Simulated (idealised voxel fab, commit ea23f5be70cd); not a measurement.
Name of the process module below: voxel air gaps
For reference, the cross-section in this document is cut, with width 235 nm and square cells of 5 nm.
A cross-section is written here as square cells arranged in a grid, and it is given in bands from the top down, each band taking up one or more rows of cells.
First you get the band's top height and its bottom height, in nm, and then the materials it's made of, left to right, with each width in nm. If you see a single material with "all across", that one covers the band edge to edge. "air" is empty space.
Height reference: 0 = level under which incoming wafer is all one material. Lowest band: no bottom, runs on downward, e.g. "top 0, no bottom".
Per-row width for "30..40": begins at first number (top row of band), ends at second number (bottom row), increment between rows held constant.
A step reported as "remains unaltered" is a step in which no cell of the cross-section changed.
The entry titled "Enclosed internal cavities" provides the empty spaces that have no open way to the top, restricted to those of 8 cells or more. Each is presented as width x height at distance, the distance being measured from the left edge, with all three in nm.
Note: text after step settings on the step line = simulator remark on that step.
overlay nm: right-of-plan distance of the mask on a masked step; negative values mean left-of-plan.
[Process steps foreseen in the plan]
1) op RECEIVE | material Si
2) op CONFORMAL_DEP | material SiO2 | thk nm 10
3) op CONFORMAL_DEP | material SiN | thk nm 5
4) op DIRECTIONAL_DEP | material SiO2 | thk nm 40
5) op DIRECTIONAL_DEP | material aC | thk nm 15
6) op PATTERN | tone open | mask id LINES | material resist | width nm 25 | pitch nm 55 | thk nm 30 | overlay nm 0
7) op DIRECTIONAL_ETCH | etch materials aC | depth nm 15
8) op STRIP | etch materials resist
9) op DIRECTIONAL_ETCH | etch materials SiO2 | depth nm 40
10) op STRIP | etch materials aC
11) op CONFORMAL_DEP | material TiN | thk nm 5
12) op FILL_DEP | material Cu | thk nm 5
13) op CMP | height nm 55
14) op EPI | material Ru | thk nm 10
15) op SELECTIVE_ETCH | etch materials SiO2 | depth nm 50
16) op CONFORMAL_DEP | material SiCN | thk nm 5
[Wafer as received: cross-section following step 1]
top 0, no bottom = Si all across
Enclosed internal cavities: none
[Looking at the first of two wafers in cross-section at end of module - ran to plan]
top 70, bottom 65 = air: 5; SiCN: 220; air: 10
top 65, bottom 55 = air: 5; SiCN: 5; Ru: 45; SiCN: 10; Ru: 45; SiCN: 10; Ru: 45; SiCN: 10; Ru: 45; SiCN: 5; air: 10
top 55, bottom 50 = air: 5; SiCN: 15; TiN: 5; Cu: 15; TiN: 5; SiCN: 30; TiN: 5; Cu: 15; TiN: 5; SiCN: 30; TiN: 5; Cu: 15; TiN: 5; SiCN: 30; TiN: 5; Cu: 15; TiN: 5; SiCN: 15; air: 10
top 50, bottom 20 = air: 15; SiCN: 5; TiN: 5; Cu: 15; TiN: 5; SiCN: 5; air: 20; SiCN: 5; TiN: 5; Cu: 15; TiN: 5; SiCN: 5; air: 20; SiCN: 5; TiN: 5; Cu: 15; TiN: 5; SiCN: 5; air: 20; SiCN: 5; TiN: 5; Cu: 15; TiN: 5; SiCN: 5; air: 20
top 20, bottom 15 = SiCN: 20; TiN: 25; SiCN: 30; TiN: 25; SiCN: 30; TiN: 25; SiCN: 30; TiN: 25; SiCN: 25
top 15, bottom 10 = SiN all across
top 10, bottom 0 = SiO2 all across
top 0, no bottom = Si all across
Enclosed internal cavities: 20 x 30 at 50; 20 x 30 at 105; 20 x 30 at 160
[second wafer at the end: like start, like plan, one mistake]
top 60, bottom 55 = SiCN all across
top 55, bottom 50 = SiN all across
top 50, bottom 0 = SiO2 all across
top 0, no bottom = Si all across
Enclosed internal cavities: none
Diagnosis: contrary to the plan, steps 3 and 4 were processed in exchanged order
Final difference in cells, second wafer against first, listed per material as more or fewer: Cu: 84 fewer | Ru: 72 fewer | SiCN: 112 fewer | SiO2: 376 more | TiN: 76 fewer
By the end, 3 closed voids are present in the first wafer and 0 in the second.
